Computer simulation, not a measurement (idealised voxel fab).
Process module name: voxel self aligned vias
FYI the section here is cut, 185 nm wide, cells are 5 nm squares.
A cross-section in this document is a grid of square cells, and it is written down as bands, the top band listed before the ones below it; a band is made up of one or more rows of cells. This entry defines a band. It first specifies the height of the band's top and the height of its bottom in nm, and then specifies the band's materials from left to right, stating each material with its width in nm. The word "throughout" identifies a single material that fills the band from edge to edge, while the word "empty" identifies empty space. The reference from which all heights are counted is 0, the level beneath which the as-received wafer is entirely one material; the lowest band, having no lower bound, proceeds downward and is written after the example "from 0 down". A two-number width, for instance "30 to 40", indicates that the width is equal to the first number in the top row of the band and to the second number in the bottom row, and that it changes by a constant amount per row of cells. Basically "no change" means that step didn't change any cell in the cross-section. The entry "Closed void roster" lists the empty spaces that cover at least 8 cells and have no open path to the top. Each is written as width x height at distance, where the distance is measured from the left edge and all three values are in nm. It should be noted that, on the line of a given step, the content following the step's settings is a remark produced by the simulator itself with respect to that step. "overlay nm", when on a step's line for a step with a mask, measures how far to the right of its planned place the mask lay; a negative measure means to the left.
Plan
1: RECEIVE,material Si
2: CONFORMAL_DEP,material SiO2,thk nm 10
3: CONFORMAL_DEP,material SiCN,thk nm 5
4: DIRECTIONAL_DEP,material SiO2,thk nm 30
5: PATTERN,tone open,mask id LINES,material resist,width nm 20,pitch nm 55,thk nm 15,overlay nm 0
6: DIRECTIONAL_ETCH,etch materials SiO2,depth nm 30
7: STRIP,etch materials resist
8: CONFORMAL_DEP,material TiN,thk nm 5
9: FILL_DEP,material Ru,thk nm 10
10: CMP,height nm 45
11: SELECTIVE_ETCH,etch materials W Ru TiN,depth nm 5
12: FILL_DEP,material SiN,thk nm 10
13: CMP,height nm 45
14: DIRECTIONAL_DEP,material SiO2,thk nm 15
15: PATTERN,tone open,mask id VIAS,material resist,width nm 30,pitch nm 55,thk nm 20,overlay nm 0
16: DIRECTIONAL_ETCH,etch materials SiO2,depth nm 15
17: DIRECTIONAL_ETCH,etch materials SiN,depth nm 5
18: STRIP,etch materials resist
19: CONFORMAL_DEP,material TiN,thk nm 5
20: FILL_DEP,material Cu,thk nm 10
21: CMP,height nm 60
22: CONFORMAL_DEP,material SiN,thk nm 5
The first of a set of two wafers, run to plan
Incoming wafer, cross-sectional view, post step 1
from 0 down  Si throughout
Closed void roster: none
The wafer, seen in cross-section, after step 2
from 10 to 0  SiO2 throughout
Under the height 0 nothing was changed.
The wafer, seen in cross-section, after step 3
from 15 to 10  SiCN throughout
Under the height 10 nothing was changed.
The wafer, seen in cross-section, after step 4
from 45 to 15  SiO2 throughout
Under the height 15 nothing was changed.
The wafer, seen in cross-section, after step 5
from 60 to 45  resist 55, then empty 20, then resist 35, then empty 20, then resist 55
Under the height 45 nothing was changed.
The wafer, seen in cross-section, after step 6
from 60 to 45  resist 55, then empty 20, then resist 35, then empty 20, then resist 55
from 45 to 15  SiO2 55, then empty 20, then SiO2 35, then empty 20, then SiO2 55
Under the height 15 nothing was changed.
The wafer, seen in cross-section, after step 7
from 45 to 15  SiO2 55, then empty 20, then SiO2 35, then empty 20, then SiO2 55
Under the height 15 nothing was changed.
The wafer, seen in cross-section, after step 8
from 50 to 45  TiN 60, then empty 10, then TiN 45, then empty 10, then TiN 60
from 45 to 20  SiO2 55, then TiN 5, then empty 10, then TiN 5, then SiO2 35, then TiN 5, then empty 10, then TiN 5, then SiO2 55
from 20 to 15  SiO2 55, then TiN 20, then SiO2 35, then TiN 20, then SiO2 55
Under the height 15 nothing was changed.
The wafer, seen in cross-section, after step 9
from 60 to 50  Ru throughout
from 50 to 45  TiN 60, then Ru 10, then TiN 45, then Ru 10, then TiN 60
from 45 to 20  SiO2 55, then TiN 5, then Ru 10, then TiN 5, then SiO2 35, then TiN 5, then Ru 10, then TiN 5, then SiO2 55
Under the height 20 nothing was changed.
The wafer, seen in cross-section, after step 10
from 45 to 20  SiO2 55, then TiN 5, then Ru 10, then TiN 5, then SiO2 35, then TiN 5, then Ru 10, then TiN 5, then SiO2 55
Under the height 20 nothing was changed.
The wafer, seen in cross-section, after step 11
from 45 to 40  SiO2 55, then empty 20, then SiO2 35, then empty 20, then SiO2 55
Under the height 40 nothing was changed.
The wafer, seen in cross-section, after step 12
from 55 to 45  SiN throughout
from 45 to 40  SiO2 55, then SiN 20, then SiO2 35, then SiN 20, then SiO2 55
Under the height 40 nothing was changed.
The wafer, seen in cross-section, after step 13
from 45 to 40  SiO2 55, then SiN 20, then SiO2 35, then SiN 20, then SiO2 55
Under the height 40 nothing was changed.
The wafer, seen in cross-section, after step 14
from 60 to 45  SiO2 throughout
Under the height 45 nothing was changed.
The wafer, seen in cross-section, after step 15
from 80 to 60  resist 50, then empty 30, then resist 25, then empty 30, then resist 50
Under the height 60 nothing was changed.
The wafer, seen in cross-section, after step 16
from 80 to 60  resist 50, then empty 30, then resist 25, then empty 30, then resist 50
from 60 to 45  SiO2 50, then empty 30, then SiO2 25, then empty 30, then SiO2 50
Under the height 45 nothing was changed.
The wafer, seen in cross-section, after step 17
from 80 to 60  resist 50, then empty 30, then resist 25, then empty 30, then resist 50
from 60 to 45  SiO2 50, then empty 30, then SiO2 25, then empty 30, then SiO2 50
from 45 to 40  SiO2 55, then empty 20, then SiO2 35, then empty 20, then SiO2 55
Under the height 40 nothing was changed.
The wafer, seen in cross-section, after step 18
from 60 to 45  SiO2 50, then empty 30, then SiO2 25, then empty 30, then SiO2 50
Under the height 45 nothing was changed.
The wafer, seen in cross-section, after step 19
from 65 to 60  TiN 55, then empty 20, then TiN 35, then empty 20, then TiN 55
from 60 to 50  SiO2 50, then TiN 5, then empty 20, then TiN 5, then SiO2 25, then TiN 5, then empty 20, then TiN 5, then SiO2 50
from 50 to 45  SiO2 50, then TiN 10, then empty 10, then TiN 10, then SiO2 25, then TiN 10, then empty 10, then TiN 10, then SiO2 50
from 45 to 40  SiO2 55, then TiN 20, then SiO2 35, then TiN 20, then SiO2 55
Under the height 40 nothing was changed.
The wafer, seen in cross-section, after step 20
from 75 to 65  Cu throughout
from 65 to 60  TiN 55, then Cu 20, then TiN 35, then Cu 20, then TiN 55
from 60 to 50  SiO2 50, then TiN 5, then Cu 20, then TiN 5, then SiO2 25, then TiN 5, then Cu 20, then TiN 5, then SiO2 50
from 50 to 45  SiO2 50, then TiN 10, then Cu 10, then TiN 10, then SiO2 25, then TiN 10, then Cu 10, then TiN 10, then SiO2 50
Under the height 45 nothing was changed.
The wafer, seen in cross-section, after step 21
from 60 to 50  SiO2 50, then TiN 5, then Cu 20, then TiN 5, then SiO2 25, then TiN 5, then Cu 20, then TiN 5, then SiO2 50
Under the height 50 nothing was changed.
The wafer, seen in cross-section, after step 22
from 65 to 60  SiN throughout
Under the height 60 nothing was changed.
The second wafer was prepared from the same starting point and under the same plan as the first; its processing contained one mistake, and it remains indistinguishable from the first wafer up to and including step 14
Cross-section of the second wafer at the time step 15 of the plan should have ended
from 80 to 60  resist 40, then empty 30, then resist 25, then empty 30, then resist 60
Under the height 60 nothing was changed.
Cross-section of the second wafer at the time step 16 of the plan should have ended
from 80 to 60  resist 40, then empty 30, then resist 25, then empty 30, then resist 60
from 60 to 45  SiO2 40, then empty 30, then SiO2 25, then empty 30, then SiO2 60
Under the height 45 nothing was changed.
Cross-section of the second wafer at the time step 17 of the plan should have ended
from 80 to 60  resist 40, then empty 30, then resist 25, then empty 30, then resist 60
from 60 to 45  SiO2 40, then empty 30, then SiO2 25, then empty 30, then SiO2 60
from 45 to 40  SiO2 55, then empty 15, then SiN 5, then SiO2 35, then empty 15, then SiN 5, then SiO2 55
Under the height 40 nothing was changed.
Cross-section of the second wafer at the time step 18 of the plan should have ended
from 60 to 45  SiO2 40, then empty 30, then SiO2 25, then empty 30, then SiO2 60
Under the height 45 nothing was changed.
Cross-section of the second wafer at the time step 19 of the plan should have ended
from 65 to 60  TiN 45, then empty 20, then TiN 35, then empty 20, then TiN 65
from 60 to 50  SiO2 40, then TiN 5, then empty 20, then TiN 5, then SiO2 25, then TiN 5, then empty 20, then TiN 5, then SiO2 60
from 50 to 45  SiO2 40, then TiN 20, then empty 5, then TiN 5, then SiO2 25, then TiN 20, then empty 5, then TiN 5, then SiO2 60
from 45 to 40  SiO2 55, then TiN 15, then SiN 5, then SiO2 35, then TiN 15, then SiN 5, then SiO2 55
Under the height 40 nothing was changed.
Cross-section of the second wafer at the time step 20 of the plan should have ended
from 75 to 65  Cu throughout
from 65 to 60  TiN 45, then Cu 20, then TiN 35, then Cu 20, then TiN 65
from 60 to 50  SiO2 40, then TiN 5, then Cu 20, then TiN 5, then SiO2 25, then TiN 5, then Cu 20, then TiN 5, then SiO2 60
from 50 to 45  SiO2 40, then TiN 20, then Cu 5, then TiN 5, then SiO2 25, then TiN 20, then Cu 5, then TiN 5, then SiO2 60
Under the height 45 nothing was changed.
Cross-section of the second wafer at the time step 21 of the plan should have ended
from 60 to 50  SiO2 40, then TiN 5, then Cu 20, then TiN 5, then SiO2 25, then TiN 5, then Cu 20, then TiN 5, then SiO2 60
Under the height 50 nothing was changed.
Cross-section of the second wafer at the time step 22 of the plan should have ended
from 65 to 60  SiN throughout
Under the height 60 nothing was changed.
What went wrong in running the wafer? step 15 did not use the planned setting and instead ran as PATTERN,tone open,mask id VIAS,material resist,width nm 30,pitch nm 55,thk nm 20,overlay nm -10
The second wafer ends with more or fewer cells of some materials than the first, per final count: Cu -2 | SiN +2
